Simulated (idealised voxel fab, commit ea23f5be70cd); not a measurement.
voxel tone inversion: a process module
275 nm wide, 5 nm square cells: that's cross-section cut.
In this document a cross-section is written as a grid of square cells. It is given as a series of bands, listed from the top down, and a band is one or more rows of cells. The entry gives the band's vertical extent as a top height and a bottom height in nm, then its horizontal make-up as materials from left to right, each with a width in nm. "empty" stands for empty space; a single material marked "full width" fills the band edge to edge. Height datum 0, below which the as-received substrate wafer is one material. Lowest band open at the bottom, running downward: "0 -> down". A width given as "30->40" starts at the first number in the band's top row and ends at the second number in its bottom row, shifting by an equal amount at every step from row to row. For the purposes of this document, the phrase "no modifications" attached to a step denotes that no cell within the cross-section was modified by that step. "Closed empty spaces" lists enclosed empty spaces (at least 8 cells, no open path upward to the top), each as width x height at distance from the left edge, in nm. The remark found on a step's line after its settings is issued by the simulator itself and pertains to that step. "overlay nm" on a masked step: distance the mask lay right of its planned place, negative for left.
Process steps (planned):
step 1: RECEIVE | material Si
step 2: CONFORMAL_DEP | material SiN | thk nm 5
step 3: DIRECTIONAL_DEP | material aC | thk nm 15
step 4: PATTERN | tone cover | mask id POSTS | material resist | width nm 25 | pitch nm 45 | thk nm 20 | overlay nm 0
step 5: DIRECTIONAL_ETCH | etch materials aC | depth nm 15
step 6: STRIP | etch materials resist
step 7: FILL_DEP | material SiO2 | thk nm 5
step 8: CMP | height nm 25
step 9: STRIP | etch materials aC
step 10: CONFORMAL_DEP | material TiN | thk nm 5
step 11: FILL_DEP | material Cu | thk nm 5
step 12: CMP | height nm 25
step 13: CONFORMAL_DEP | material SiN | thk nm 5
Wafer-to-wafer difference: thk nm, step 2. Common start. Plan = first wafer's value.
So this is the first of several wafers, cross-sectioned as it came to us, meaning it's at the end of step 1:
	0 -> down  Si full width
	Closed empty spaces: none
At the end of the module, after its last step, step 13, the first of several wafers appears in cross-section as follows:
	30 -> 25  SiN full width
	25 -> 20  SiO2 full width
	20 -> 5  SiO2 (55); aC (25); SiO2 (20); aC (25); SiO2 (20); aC (25); SiO2 (20); aC (25); SiO2 (60)
	5 -> 0  SiN full width
	0 -> down  Si full width
	Closed empty spaces: none
Cross-section of the last wafer at end of module:
	30 -> 0  SiN full width
	0 -> down  Si full width
	Closed empty spaces: none
For your reference, the table is organized with a row per wafer; each row reflects the wafer at the end of the module, indicating for each material the cells gained (+) or lost (-) since receipt, and thereafter its closed voids:
thk nm 5; +110 SiN; +160 SiO2; +60 aC; Closed empty spaces: none
thk nm 10; +24 Cu; +165 SiN; +105 SiO2; +36 TiN; Closed empty spaces: none
thk nm 15; +12 Cu; +220 SiN; +70 SiO2; +28 TiN; Closed empty spaces: none
thk nm 20; +275 SiN; +35 SiO2; +20 TiN; Closed empty spaces: none
thk nm 25; +330 SiN; Closed empty spaces: none
